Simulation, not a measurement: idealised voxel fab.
Herein follows the process module entitled voxel spacer lines.
Section shown: cut. Width: 160 nm. Cell size: 5 nm, square.
Think of the cross-section as a grid of square cells. We describe it in bands, top to bottom, and each band covers one or more rows of those cells. Top, bottom (nm), then materials left to right with widths (nm); lone material tagged "all across" fills the whole band edge to edge; "blank" = empty space. Heights are measured from 0, the level below which the as-received wafer is all one material; the lowest band has no bottom and continues downward, written as in "0 and below". The width entry "30->40" should be interpreted row by row: the top row of cells in the band takes the first number, the bottom row takes the second number, and the change between adjacent rows is uniform throughout. "remained unchanged" (step): cross-section cells unchanged, all of them. "Enclosed void inventory": empty spaces of 8 cells or more with no open way to the top, each given as width x height at distance, distance from the left edge, all in nm. Note: text after step settings on the step line = simulator remark on that step. A step's line can hold "overlay nm"; with a mask on that step, the setting says how far right of the planned place the mask lay, while a negative setting says it lay to the left.

-- The planned process steps are enumerated hereunder
| 1 | RECEIVE: material Si |
| 2 | CONFORMAL_DEP: material Al2O3, thk nm 5 |
| 3 | DIRECTIONAL_DEP: material polySi, thk nm 20 |
| 4 | DIRECTIONAL_DEP: material aC, thk nm 20 |
| 5 | PATTERN: tone cover, mask id MANDREL, material resist, width nm 25, pitch nm 80, thk nm 30, overlay nm 0 |
| 6 | DIRECTIONAL_ETCH: etch materials aC, depth nm 20 |
| 7 | STRIP: etch materials resist |
| 8 | CONFORMAL_DEP: material SiN, thk nm 15 |
| 9 | DIRECTIONAL_ETCH: etch materials SiN, depth nm 15 |
| 10 | STRIP: etch materials aC |
| 11 | DIRECTIONAL_ETCH: etch materials polySi, depth nm 20 |
| 12 | STRIP: etch materials SiN |

-- Delivered wafer in cross-section: state after step 1
> 0 and below  Si all across
> Enclosed void inventory: none

-- First wafer of two, sectioned at end of module; run went per plan
> 25 down to 5  blank: 10  polySi: 15  blank: 25  polySi: 15  blank: 25  polySi: 15  blank: 25  polySi: 15  blank: 15
> 5 down to 0  Al2O3 all across
> 0 and below  Si all across
> Enclosed void inventory: none

-- Now the second wafer, cross-sectioned at the end of the module. Nothing different at the start, nothing different in the plan compared with the first, just one mistake when it was actually run
> 25 down to 5  blank: 25  polySi: 25  blank: 55  polySi: 25  blank: 30
> 5 down to 0  Al2O3 all across
> 0 and below  Si all across
> Enclosed void inventory: none
Deviation from plan: step 5 was run on a setting that differed from the plan, and what really ran there is PATTERN: tone open, mask id MANDREL, material resist, width nm 25, pitch nm 80, thk nm 30, overlay nm 0
Count the cells at the end and the second wafer has more or fewer of some materials than the first: polySi -8
